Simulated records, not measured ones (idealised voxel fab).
This is a process module. Its name is voxel fin reveal.
Displayed cross-section: cut, width of 230 nm, square cells sized 5 nm.
Throughout this document, each cross-section is represented as a grid of square cells and is presented as a sequence of bands enumerated from the top downward, where a band comprises one or more rows of cells.
In this notation a band is specified by the heights of its top and bottom, in that order and in nm, after which its materials appear from left to right, each paired with its width in nm. The word "throughout" attached to a single material means that material fills the band from edge to edge; the word "empty" stands for empty space.
Measure heights from 0. That's the level where, below it, the as-received wafer is all one material. The lowest band is bottomless and extends downward; write it as in "z 0 and below".
A two-number width, for instance "30->40", indicates that the width is equal to the first number in the top row of the band and to the second number in the bottom row, and that it changes by a constant amount per row of cells.
"no alterations made", as given for a step, is the statement that not any cell of the cross-section underwent a change during that step.
In the "Closed internal cavities" entry, you get each enclosed empty space of 8 cells or more, one with no open way to the top, written width x height at distance, distance from the left edge, in nm.
If you see something after the settings on a step's line, that's the simulator's own remark about that step.
The "overlay nm" setting may appear on a step's line; for a step that uses a mask, it gives how far to the right of its planned position the mask lay, and a negative value indicates the left.
Steps planned for the process:
1) RECEIVE,material Si
2) CONFORMAL_DEP,material SiN,thk nm 5
3) DIRECTIONAL_DEP,material aC,thk nm 10
4) PATTERN,tone cover,mask id FINS,material resist,width nm 15,pitch nm 40,thk nm 25,overlay nm 0
5) DIRECTIONAL_ETCH,etch materials aC,depth nm 10
6) STRIP,etch materials resist
7) DIRECTIONAL_ETCH,etch materials SiN,depth nm 5
8) DIRECTIONAL_ETCH,etch materials Si,depth nm 30
9) STRIP,etch materials aC
10) OXIDIZE,depth nm 5
11) FILL_DEP,material SiO2,thk nm 10
12) CMP,height nm 5
13) SELECTIVE_ETCH,etch materials SiO2,depth nm 15
14) STRIP,etch materials SiN
15) CONFORMAL_DEP,material HfO2,thk nm 5
Received-state cross-section, reflecting completion of step 1:
z 0 and below | Si throughout
Closed internal cavities: none
First wafer of two, sectioned at end of module; run went per plan:
z 5 to 0 | empty: 85, then HfO2: 15, then empty: 25, then HfO2: 15, then empty: 90
z 0 to -5 | empty: 85, then HfO2: 5, then Si: 5, then HfO2: 5, then empty: 25, then HfO2: 5, then Si: 5, then HfO2: 5, then empty: 90
z -5 to -10 | HfO2: 90, then Si: 5, then HfO2: 35, then Si: 5, then HfO2: 95
z -10 to -35 | SiO2: 90, then Si: 5, then SiO2: 35, then Si: 5, then SiO2: 95
z -35 and below | Si throughout
Closed internal cavities: none
Wafer two, sectioned after the module: the first wafer's start, the first wafer's plan, and one mistake in how it was run:
z 5 to 0 | empty: 80, then HfO2: 25, then empty: 15, then HfO2: 25, then empty: 85
z 0 to -5 | empty: 80, then HfO2: 5, then Si: 15, then HfO2: 5, then empty: 15, then HfO2: 5, then Si: 15, then HfO2: 5, then empty: 85
z -5 to -10 | HfO2: 85, then Si: 15, then HfO2: 25, then Si: 15, then HfO2: 90
z -10 to -35 | SiO2: 85, then Si: 15, then SiO2: 25, then Si: 15, then SiO2: 90
z -35 and below | Si throughout
Closed internal cavities: none
The plan and the run diverged here: planned and actual differ for step 4; actual: PATTERN,tone cover,mask id FINS,material resist,width nm 25,pitch nm 40,thk nm 25,overlay nm 0
Once processing is complete, comparing cell counts shows that the second wafer has more or fewer of certain materials than the first: +28 Si | -20 SiO2
